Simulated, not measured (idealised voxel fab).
Process module name: voxel ribs on slabs
The cross-section shown here is cut; it is 270 nm wide and divided into square cells measuring 5 nm on a side.
Cross-sections here: square-cell grids, written as top-down lists of bands, a band being one or more rows of cells. Read a band's entry like this: the first values are the height of its top and the height of its bottom in nm, and what follows is the sequence of materials from left to right, each with its width in nm. Note that "blank" is empty space, and that a single material marked "full width" reaches across the band from edge to edge. Ref level 0: as-received wafer is one material below here. Bottom band extends down with no lower bound ("0 down"). Read "30->40" as a graded width: first number on top, second number at the bottom, same change between each pair of neighbouring rows. "same as before" for a step: no cell of the cross-section changed in that step. Entry "Enclosed void catalog". Content: empty spaces with no open connection to the top, size 8 cells or greater. Each: width x height at distance. Distance: from left edge. Unit: nm. Post-settings text on a step line: simulator's own remark regarding the step. overlay nm: step with mask; distance mask lay right of planned place; negative value = left of planned place.

## The steps planned for the process are as follows
- 1: RECEIVE [material Si]
- 2: DIRECTIONAL_DEP [material SiO2] [thk nm 30]
- 3: DIRECTIONAL_DEP [material SiN] [thk nm 20]
- 4: PATTERN [tone cover] [mask id RIB] [material resist] [width nm 25] [thk nm 20] [overlay nm 0]
- 5: DIRECTIONAL_ETCH [etch materials SiN] [depth nm 15]
- 6: STRIP [etch materials resist]
- 7: PATTERN [tone cover] [mask id SLAB] [material resist] [width nm 55] [thk nm 20] [overlay nm 0]
- 8: DIRECTIONAL_ETCH [etch materials SiN] [depth nm 5]
- 9: STRIP [etch materials resist]
- 10: FILL_DEP [material SiO2] [thk nm 15]
- 11: CMP [height nm 60]
- 12: DIRECTIONAL_DEP [material W] [thk nm 10]
- 13: MASKED_ETCH [tone cover] [mask id HEATER] [width nm 35] [etch materials W] [depth nm 10] [overlay nm 0]
- 14: CONFORMAL_DEP [material SiN] [thk nm 5]

## Incoming wafer in cross-section (state: after step 1)
	0 down  Si full width
	Enclosed void catalog: none

## One mistake in running the module, otherwise start and plan as above: cross-section at the end
	75 to 70  blank 110 nm; SiN 45 nm; blank 115 nm
	70 to 65  blank 110 nm; SiN 5 nm; W 35 nm; SiN 5 nm; blank 115 nm
	65 to 60  SiN 115 nm; W 35 nm; SiN 120 nm
	60 to 50  SiO2 full width
	50 to 35  SiO2 120 nm; SiN 25 nm; SiO2 125 nm
	35 to 30  SiO2 95 nm; SiN 55 nm; SiO2 120 nm
	30 to 0  SiO2 full width
	0 down  Si full width
	Enclosed void catalog: none
Error vs. plan: heads up, step 7 didn't go per plan, it actually ran as PATTERN [tone cover] [mask id SLAB] [material resist] [width nm 55] [thk nm 20] [overlay nm -10]
